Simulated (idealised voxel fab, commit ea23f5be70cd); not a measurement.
process module | voxel spacer lines
cross-section cut | 190 nm wide | cells 5 nm
A cross-section is a grid of square cells, given in bands from the top down. A band is one or more rows of cells.
Each band's line starts with the height of the band's top and of its bottom, in nm. Then come its materials from left to right, each with its width in nm. One material with "throughout" fills the band from edge to edge. "air" is empty space.
Height 0 is the level under which the wafer as received is all one material. The lowest band goes on downwards, as in "0 down".
A width such as "30 to 40" changes by the same amount from each row of cells to the next, from the band's top row to its bottom row.
"no change" after a step means that no cell of the cross-section changed.
closed voids: empty space of 8 cells or more with no open way to the top, each as width x height at its distance from the left edge, in nm
after a step's settings: what the simulator itself notes on the step
overlay nm, on a step with a mask: how far to the right of its planned place the mask lay; to the left if negative
plan
1 op RECEIVE | material Si
2 op CONFORMAL_DEP | material Al2O3 | thk nm 5
3 op DIRECTIONAL_DEP | material TiN | thk nm 15
4 op DIRECTIONAL_DEP | material aC | thk nm 20
5 op PATTERN | tone cover | mask id MANDREL | material resist | width nm 15 | pitch nm 50 | thk nm 30 | overlay nm 0
6 op DIRECTIONAL_ETCH | etch materials aC | depth nm 20
7 op STRIP | etch materials resist
8 op CONFORMAL_DEP | material SiN | thk nm 10
9 op DIRECTIONAL_ETCH | etch materials SiN | depth nm 10
10 op STRIP | etch materials aC
11 op DIRECTIONAL_ETCH | etch materials TiN | depth nm 15
12 op STRIP | etch materials SiN
as received, after step 1
  0 down: Si throughout
  closed voids: none
first wafer at the end, as planned
  20 to 5: air 50 | TiN 10 | air 15 | TiN 10 | air 15 | TiN 10 | air 15 | TiN 10 | air 55
  5 to 0: Al2O3 throughout
  0 down: Si throughout
  closed voids: none
second wafer at the end: like start, like plan, one mistake
  10 to 5: air 50 | TiN 10 | air 15 | TiN 10 | air 15 | TiN 10 | air 15 | TiN 10 | air 55
  5 to 0: Al2O3 throughout
  0 down: Si throughout
  closed voids: none
what went wrong: step 3 ran as: op DIRECTIONAL_DEP | material TiN | thk nm 5
at the end the second wafer has, in cells: 16 fewer of TiN
